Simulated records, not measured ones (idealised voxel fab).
Title: Process Module voxel fin reveal
Pictured: cross-section cut, 145 nm wide, on a grid of 5 nm square cells.
If you're reading a cross-section in this doc, picture square cells in a grid; it comes to you as bands, top ones listed first down to the bottom, and a band can be one or more rows of cells. Each band's line starts with the height of the band's top and of its bottom, in nm. Then come its materials from left to right, each with its width in nm. One material with "full width" fills the band from edge to edge. "empty" is empty space. Height datum 0, below which the as-received substrate wafer is one material. Lowest band open at the bottom, running downward: "from 0 down". A two-number width, for instance "30->40", indicates that the width is equal to the first number in the top row of the band and to the second number in the bottom row, and that it changes by a constant amount per row of cells. When a step is marked "all unchanged", none of the cells in the cross-section changed during that step. Any empty space of 8 cells or more lacking an open way to the top shows up in "Closed cavity list" as width x height at distance, distance from the left edge, in nm. If you see something after the settings on a step's line, that's the simulator's own remark about that step. Regarding "overlay nm": on a step with a mask, it is the distance the mask lay to the right of its planned place; a negative value places it to the left.

-- Listed below are the process steps as planned
step 1: op RECEIVE | material Si
step 2: op CONFORMAL_DEP | material SiN | thk nm 5
step 3: op PATTERN | tone cover | mask id FINS | material resist | width nm 15 | pitch nm 40 | thk nm 20 | overlay nm 0
step 4: op DIRECTIONAL_ETCH | etch materials SiN | depth nm 10
step 5: op DIRECTIONAL_ETCH | etch materials Si | depth nm 35
step 6: op STRIP | etch materials resist
step 7: op FILL_DEP | material SiO2 | thk nm 5
step 8: op CMP | height nm 10
step 9: op SELECTIVE_ETCH | etch materials SiO2 | depth nm 20
step 10: op STRIP | etch materials SiN
step 11: op CONFORMAL_DEP | material HfO2 | thk nm 5
Split variable: thk nm, step 2. Plan value = first wafer. Wafers start alike.

-- Cross-section of the first of several wafers as received (after step 1)
from 0 down: Si full width
Closed cavity list: none

-- First of several wafers, sectioned at end of module (last step: step 11)
from 5 to 0: empty (40), then HfO2 (25), then empty (15), then HfO2 (25), then empty (40)
from 0 to -5: empty (40), then HfO2 (5), then Si (15), then HfO2 (5), then empty (15), then HfO2 (5), then Si (15), then HfO2 (5), then empty (40)
from -5 to -10: HfO2 (45), then Si (15), then HfO2 (25), then Si (15), then HfO2 (45)
from -10 to -35: SiO2 (45), then Si (15), then SiO2 (25), then Si (15), then SiO2 (45)
from -35 down: Si full width
Closed cavity list: none

-- Module end, final wafer: cross-section
from 5 to 0: HfO2 full width
from 0 down: Si full width
Closed cavity list: none

-- Table: wafers, a row each; end-of-module cell change per material since receipt, gain (+), loss (-); then closed voids
thk nm 5 | +37 HfO2 | -161 Si | +115 SiO2 | Closed cavity list: none
thk nm 10 | +37 HfO2 | -161 Si | +115 SiO2 | Closed cavity list: none
thk nm 15 | +29 HfO2 | Closed cavity list: none
thk nm 20 | +29 HfO2 | Closed cavity list: none
thk nm 25 | +29 HfO2 | Closed cavity list: none
